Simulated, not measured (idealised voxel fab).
The document below concerns the process module designated voxel wiring stack.
We display cut, a cross-section 230 nm in width whose square cells are each 5 nm.
Cross-section format: a grid of square cells, given as bands from top to bottom; each band is one or more rows of cells.
For a band, the entry starts with two heights in nm, that of the top and then that of the bottom, and carries on with the band's materials in order from left to right, each alongside its width in nm; the word "throughout" beside a single material means it fills the band edge to edge, and "empty" means empty space.
Height datum 0, below which the as-received substrate wafer is one material. Lowest band open at the bottom, running downward: "0 nm and below".
Width: "30..40" (first number = top row, second number = bottom row, same change from row to row of cells).
"nothing was modified", as given for a step, is the statement that not any cell of the cross-section underwent a change during that step.
"Fully enclosed voids" contains a list of empty spaces, each no smaller than 8 cells and without an open way to the top, written in the form width x height at distance with the distance from the left edge and all three in nm.
Heads up: the bit after the settings on a step's line is the simulator's remark on that step.
overlay nm: step with mask; distance mask lay right of planned place; negative value = left of planned place.
### Steps planned for the process
| 1 | RECEIVE, material Si |
| 2 | CONFORMAL_DEP, material SiO2, thk nm 10 |
| 3 | DIRECTIONAL_DEP, material TiN, thk nm 5 |
| 4 | DIRECTIONAL_DEP, material Ru, thk nm 25 |
| 5 | MASKED_ETCH, tone cover, mask id METAL_1, width nm 25, pitch nm 40, etch materials Ru, depth nm 25, overlay nm 0 |
| 6 | MASKED_ETCH, tone cover, mask id METAL_1, width nm 25, pitch nm 40, etch materials TiN, depth nm 5, overlay nm 0 |
| 7 | CONFORMAL_DEP, material SiN, thk nm 5 |
| 8 | FILL_DEP, material lowk, thk nm 10 |
| 9 | CMP, height nm 40 |
| 10 | CONFORMAL_DEP, material SiCN, thk nm 5 |
| 11 | DIRECTIONAL_DEP, material SiO2, thk nm 15 |
| 12 | DIRECTIONAL_DEP, material aC, thk nm 15 |
| 13 | PATTERN, tone open, mask id PLUG_1, material resist, width nm 15, pitch nm 80, thk nm 35, overlay nm 0 |
| 14 | DIRECTIONAL_ETCH, etch materials aC, depth nm 15 |
| 15 | STRIP, etch materials resist |
| 16 | DIRECTIONAL_ETCH, etch materials SiO2, depth nm 15 |
| 17 | DIRECTIONAL_ETCH, etch materials SiCN, depth nm 5 |
| 18 | STRIP, etch materials aC |
| 19 | CONFORMAL_DEP, material TiN, thk nm 5 |
| 20 | FILL_DEP, material Ru, thk nm 5 |
| 21 | CMP, height nm 60 |
| 22 | DIRECTIONAL_DEP, material TiN, thk nm 5 |
| 23 | DIRECTIONAL_DEP, material Ru, thk nm 20 |
| 24 | MASKED_ETCH, tone cover, mask id METAL_2, width nm 25, pitch nm 40, etch materials Ru, depth nm 20, overlay nm 0 |
| 25 | MASKED_ETCH, tone cover, mask id METAL_2, width nm 25, pitch nm 40, etch materials TiN, depth nm 5, overlay nm 0 |
| 26 | CONFORMAL_DEP, material SiN, thk nm 5 |
| 27 | FILL_DEP, material lowk, thk nm 10 |
| 28 | CMP, height nm 85 |
| 29 | CONFORMAL_DEP, material SiCN, thk nm 5 |
### Run as planned: first of two wafers
### As received (post step 1): cross-section
	0 nm and below = Si throughout
	Fully enclosed voids: none
### The wafer in cross-section once step 2 is complete
	10 nm to 0 nm = SiO2 throughout
	For the remainder of the cross-section, below 0, there is no change.
### The wafer in cross-section once step 3 is complete
	15 nm to 10 nm = TiN throughout
	For the remainder of the cross-section, below 10, there is no change.
### The wafer in cross-section once step 4 is complete
	40 nm to 15 nm = Ru throughout
	For the remainder of the cross-section, below 15, there is no change.
### The wafer in cross-section once step 5 is complete
	40 nm to 15 nm = empty: 40; Ru: 25; empty: 15; Ru: 25; empty: 15; Ru: 25; empty: 15; Ru: 25; empty: 45
	For the remainder of the cross-section, below 15, there is no change.
### The wafer in cross-section once step 6 is complete
	40 nm to 15 nm = empty: 40; Ru: 25; empty: 15; Ru: 25; empty: 15; Ru: 25; empty: 15; Ru: 25; empty: 45
	15 nm to 10 nm = empty: 40; TiN: 25; empty: 15; TiN: 25; empty: 15; TiN: 25; empty: 15; TiN: 25; empty: 45
	For the remainder of the cross-section, below 10, there is no change.
### The wafer in cross-section once step 7 is complete
	45 nm to 40 nm = empty: 35; SiN: 35; empty: 5; SiN: 35; empty: 5; SiN: 35; empty: 5; SiN: 35; empty: 40
	40 nm to 15 nm = empty: 35; SiN: 5; Ru: 25; SiN: 5; empty: 5; SiN: 5; Ru: 25; SiN: 5; empty: 5; SiN: 5; Ru: 25; SiN: 5; empty: 5; SiN: 5; Ru: 25; SiN: 5; empty: 40
	15 nm to 10 nm = SiN: 40; TiN: 25; SiN: 15; TiN: 25; SiN: 15; TiN: 25; SiN: 15; TiN: 25; SiN: 45
	For the remainder of the cross-section, below 10, there is no change.
### The wafer in cross-section once step 8 is complete
	55 nm to 45 nm = lowk throughout
	45 nm to 40 nm = lowk: 35; SiN: 35; lowk: 5; SiN: 35; lowk: 5; SiN: 35; lowk: 5; SiN: 35; lowk: 40
	40 nm to 15 nm = lowk: 35; SiN: 5; Ru: 25; SiN: 5; lowk: 5; SiN: 5; Ru: 25; SiN: 5; lowk: 5; SiN: 5; Ru: 25; SiN: 5; lowk: 5; SiN: 5; Ru: 25; SiN: 5; lowk: 40
	For the remainder of the cross-section, below 15, there is no change.
### The wafer in cross-section once step 9 is complete
	40 nm to 15 nm = lowk: 35; SiN: 5; Ru: 25; SiN: 5; lowk: 5; SiN: 5; Ru: 25; SiN: 5; lowk: 5; SiN: 5; Ru: 25; SiN: 5; lowk: 5; SiN: 5; Ru: 25; SiN: 5; lowk: 40
	For the remainder of the cross-section, below 15, there is no change.
### The wafer in cross-section once step 10 is complete
	45 nm to 40 nm = SiCN throughout
	For the remainder of the cross-section, below 40, there is no change.
### The wafer in cross-section once step 11 is complete
	60 nm to 45 nm = SiO2 throughout
	For the remainder of the cross-section, below 45, there is no change.
### The wafer in cross-section once step 12 is complete
	75 nm to 60 nm = aC throughout
	For the remainder of the cross-section, below 60, there is no change.
### The wafer in cross-section once step 13 is complete
	110 nm to 75 nm = resist: 40; empty: 15; resist: 65; empty: 15; resist: 95
	For the remainder of the cross-section, below 75, there is no change.
### The wafer in cross-section once step 14 is complete
	95 nm to 75 nm = resist: 40; empty: 15; resist: 65; empty: 15; resist: 95
	75 nm to 60 nm = aC: 40; empty: 15; aC: 65; empty: 15; aC: 95
	For the remainder of the cross-section, below 60, there is no change.
### The wafer in cross-section once step 15 is complete
	75 nm to 60 nm = aC: 40; empty: 15; aC: 65; empty: 15; aC: 95
	For the remainder of the cross-section, below 60, there is no change.
### The wafer in cross-section once step 16 is complete
	75 nm to 60 nm = aC: 40; empty: 15; aC: 65; empty: 15; aC: 95
	60 nm to 45 nm = SiO2: 40; empty: 15; SiO2: 65; empty: 15; SiO2: 95
	For the remainder of the cross-section, below 45, there is no change.
### The wafer in cross-section once step 17 is complete
	75 nm to 60 nm = aC: 40; empty: 15; aC: 65; empty: 15; aC: 95
	60 nm to 45 nm = SiO2: 40; empty: 15; SiO2: 65; empty: 15; SiO2: 95
	45 nm to 40 nm = SiCN: 40; empty: 15; SiCN: 65; empty: 15; SiCN: 95
	For the remainder of the cross-section, below 40, there is no change.
### The wafer in cross-section once step 18 is complete
	60 nm to 45 nm = SiO2: 40; empty: 15; SiO2: 65; empty: 15; SiO2: 95
	For the remainder of the cross-section, below 45, there is no change.
### The wafer in cross-section once step 19 is complete
	65 nm to 60 nm = TiN: 45; empty: 5; TiN: 75; empty: 5; TiN: 100
	60 nm to 45 nm = SiO2: 40; TiN: 5; empty: 5; TiN: 5; SiO2: 65; TiN: 5; empty: 5; TiN: 5; SiO2: 95
	45 nm to 40 nm = SiCN: 40; TiN: 15; SiCN: 65; TiN: 15; SiCN: 95
	For the remainder of the cross-section, below 40, there is no change.
### The wafer in cross-section once step 20 is complete
	70 nm to 65 nm = Ru throughout
	65 nm to 60 nm = TiN: 45; Ru: 5; TiN: 75; Ru: 5; TiN: 100
	60 nm to 45 nm = SiO2: 40; TiN: 5; Ru: 5; TiN: 5; SiO2: 65; TiN: 5; Ru: 5; TiN: 5; SiO2: 95
	For the remainder of the cross-section, below 45, there is no change.
### The wafer in cross-section once step 21 is complete
	60 nm to 45 nm = SiO2: 40; TiN: 5; Ru: 5; TiN: 5; SiO2: 65; TiN: 5; Ru: 5; TiN: 5; SiO2: 95
	For the remainder of the cross-section, below 45, there is no change.
### The wafer in cross-section once step 22 is complete
	65 nm to 60 nm = TiN throughout
	For the remainder of the cross-section, below 60, there is no change.
### The wafer in cross-section once step 23 is complete
	85 nm to 65 nm = Ru throughout
	For the remainder of the cross-section, below 65, there is no change.
### The wafer in cross-section once step 24 is complete
	85 nm to 65 nm = empty: 40; Ru: 25; empty: 15; Ru: 25; empty: 15; Ru: 25; empty: 15; Ru: 25; empty: 45
	For the remainder of the cross-section, below 65, there is no change.
### The wafer in cross-section once step 25 is complete
	85 nm to 65 nm = empty: 40; Ru: 25; empty: 15; Ru: 25; empty: 15; Ru: 25; empty: 15; Ru: 25; empty: 45
	65 nm to 60 nm = empty: 40; TiN: 25; empty: 15; TiN: 25; empty: 15; TiN: 25; empty: 15; TiN: 25; empty: 45
	For the remainder of the cross-section, below 60, there is no change.
### The wafer in cross-section once step 26 is complete
	90 nm to 85 nm = empty: 35; SiN: 35; empty: 5; SiN: 35; empty: 5; SiN: 35; empty: 5; SiN: 35; empty: 40
	85 nm to 65 nm = empty: 35; SiN: 5; Ru: 25; SiN: 5; empty: 5; SiN: 5; Ru: 25; SiN: 5; empty: 5; SiN: 5; Ru: 25; SiN: 5; empty: 5; SiN: 5; Ru: 25; SiN: 5; empty: 40
	65 nm to 60 nm = SiN: 40; TiN: 25; SiN: 15; TiN: 25; SiN: 15; TiN: 25; SiN: 15; TiN: 25; SiN: 45
	For the remainder of the cross-section, below 60, there is no change.
### The wafer in cross-section once step 27 is complete
	100 nm to 90 nm = lowk throughout
	90 nm to 85 nm = lowk: 35; SiN: 35; lowk: 5; SiN: 35; lowk: 5; SiN: 35; lowk: 5; SiN: 35; lowk: 40
	85 nm to 65 nm = lowk: 35; SiN: 5; Ru: 25; SiN: 5; lowk: 5; SiN: 5; Ru: 25; SiN: 5; lowk: 5; SiN: 5; Ru: 25; SiN: 5; lowk: 5; SiN: 5; Ru: 25; SiN: 5; lowk: 40
	For the remainder of the cross-section, below 65, there is no change.
### The wafer in cross-section once step 28 is complete
	85 nm to 65 nm = lowk: 35; SiN: 5; Ru: 25; SiN: 5; lowk: 5; SiN: 5; Ru: 25; SiN: 5; lowk: 5; SiN: 5; Ru: 25; SiN: 5; lowk: 5; SiN: 5; Ru: 25; SiN: 5; lowk: 40
	For the remainder of the cross-section, below 65, there is no change.
### The wafer in cross-section once step 29 is complete
	90 nm to 85 nm = SiCN throughout
	For the remainder of the cross-section, below 85, there is no change.
### Second of two: same start, same plan, one run error; steps up to and including 23 match the first
### Cross-section of the second wafer at the time step 24 of the plan should have ended
	85 nm to 65 nm = Ru: 40; empty: 25; Ru: 15; empty: 25; Ru: 15; empty: 25; Ru: 15; empty: 25; Ru: 45
	For the remainder of the cross-section, below 65, there is no change.
Cross-section of the second wafer at the time step 25 of the plan should have ended: nothing was modified
### Cross-section of the second wafer at the time step 26 of the plan should have ended
	90 nm to 85 nm = SiN: 45; empty: 15; SiN: 25; empty: 15; SiN: 25; empty: 15; SiN: 25; empty: 15; SiN: 50
	85 nm to 70 nm = Ru: 40; SiN: 5; empty: 15; SiN: 5; Ru: 15; SiN: 5; empty: 15; SiN: 5; Ru: 15; SiN: 5; empty: 15; SiN: 5; Ru: 15; SiN: 5; empty: 15; SiN: 5; Ru: 45
	70 nm to 65 nm = Ru: 40; SiN: 25; Ru: 15; SiN: 25; Ru: 15; SiN: 25; Ru: 15; SiN: 25; Ru: 45
	For the remainder of the cross-section, below 65, there is no change.
### Cross-section of the second wafer at the time step 27 of the plan should have ended
	100 nm to 90 nm = lowk throughout
	90 nm to 85 nm = SiN: 45; lowk: 15; SiN: 25; lowk: 15; SiN: 25; lowk: 15; SiN: 25; lowk: 15; SiN: 50
	85 nm to 70 nm = Ru: 40; SiN: 5; lowk: 15; SiN: 5; Ru: 15; SiN: 5; lowk: 15; SiN: 5; Ru: 15; SiN: 5; lowk: 15; SiN: 5; Ru: 15; SiN: 5; lowk: 15; SiN: 5; Ru: 45
	For the remainder of the cross-section, below 70, there is no change.
### Cross-section of the second wafer at the time step 28 of the plan should have ended
	85 nm to 70 nm = Ru: 40; SiN: 5; lowk: 15; SiN: 5; Ru: 15; SiN: 5; lowk: 15; SiN: 5; Ru: 15; SiN: 5; lowk: 15; SiN: 5; Ru: 15; SiN: 5; lowk: 15; SiN: 5; Ru: 45
	For the remainder of the cross-section, below 70, there is no change.
### Cross-section of the second wafer at the time step 29 of the plan should have ended
	90 nm to 85 nm = SiCN throughout
	For the remainder of the cross-section, below 85, there is no change.
Short version of what went wrong: step 24 went in with a setting other than planned; the actual run was MASKED_ETCH, tone open, mask id METAL_2, width nm 25, pitch nm 40, etch materials Ru, depth nm 20, overlay nm 0
at the end the second wafer has, in cells: Ru +24; SiN -14; TiN +26; lowk -36
